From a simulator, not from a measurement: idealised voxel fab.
process module | voxel air gaps
cross-section cut | 175 nm wide | cells 5 nm
A cross-section is a grid of square cells, given in bands from the top down. A band is one or more rows of cells.
Each band's line starts with the height of the band's top and of its bottom, in nm. Then come its materials from left to right, each with its width in nm. One material with "throughout" fills the band from edge to edge. "air" is empty space.
Height 0 is the level under which the wafer as received is all one material. The lowest band goes on downwards, as in "0 down".
A width such as "30 to 40" changes by the same amount from each row of cells to the next, from the band's top row to its bottom row.
"no change" after a step means that no cell of the cross-section changed.
closed voids: empty space of 8 cells or more with no open way to the top, each as width x height at its distance from the left edge, in nm
after a step's settings: what the simulator itself notes on the step
overlay nm, on a step with a mask: how far to the right of its planned place the mask lay; to the left if negative
plan
1 op RECEIVE | material Si
2 op CONFORMAL_DEP | material SiO2 | thk nm 15
3 op CONFORMAL_DEP | material SiN | thk nm 5
4 op DIRECTIONAL_DEP | material SiO2 | thk nm 40
5 op MASKED_ETCH | tone open | mask id LINES | width nm 25 | pitch nm 50 | etch materials SiO2 | depth nm 40 | overlay nm -10
6 op CONFORMAL_DEP | material TiN | thk nm 5
7 op FILL_DEP | material Cu | thk nm 10
8 op CMP | height nm 60
9 op EPI | material Ru | thk nm 10
10 op SELECTIVE_ETCH | etch materials SiO2 | depth nm 50
11 op CONFORMAL_DEP | material SiCN | thk nm 5
varied across the wafers: overlay nm of step 5. The plan shows the first wafer's value. All wafers start alike
first wafer as received, after step 1
  0 down: Si throughout
  closed voids: none
each wafer at the end: cells of each material gained (+) or lost (-) since it was received, then its closed voids
overlay nm -10 | +63 Cu | +54 Ru | +111 SiCN | +35 SiN | +105 SiO2 | +57 TiN | closed voids: 10 x 30 at 0; 15 x 30 at 45; 15 x 30 at 95
overlay nm -5 | +63 Cu | +54 Ru | +111 SiCN | +35 SiN | +105 SiO2 | +57 TiN | closed voids: 15 x 30 at 50; 15 x 30 at 100
overlay nm 0 | +63 Cu | +54 Ru | +111 SiCN | +35 SiN | +105 SiO2 | +57 TiN | closed voids: 15 x 30 at 55; 15 x 30 at 105
overlay nm 5 | +63 Cu | +54 Ru | +111 SiCN | +35 SiN | +105 SiO2 | +57 TiN | closed voids: 15 x 30 at 60; 15 x 30 at 110
overlay nm 10 | +63 Cu | +54 Ru | +111 SiCN | +35 SiN | +105 SiO2 | +57 TiN | closed voids: 15 x 30 at 65; 15 x 30 at 115; 10 x 30 at 165
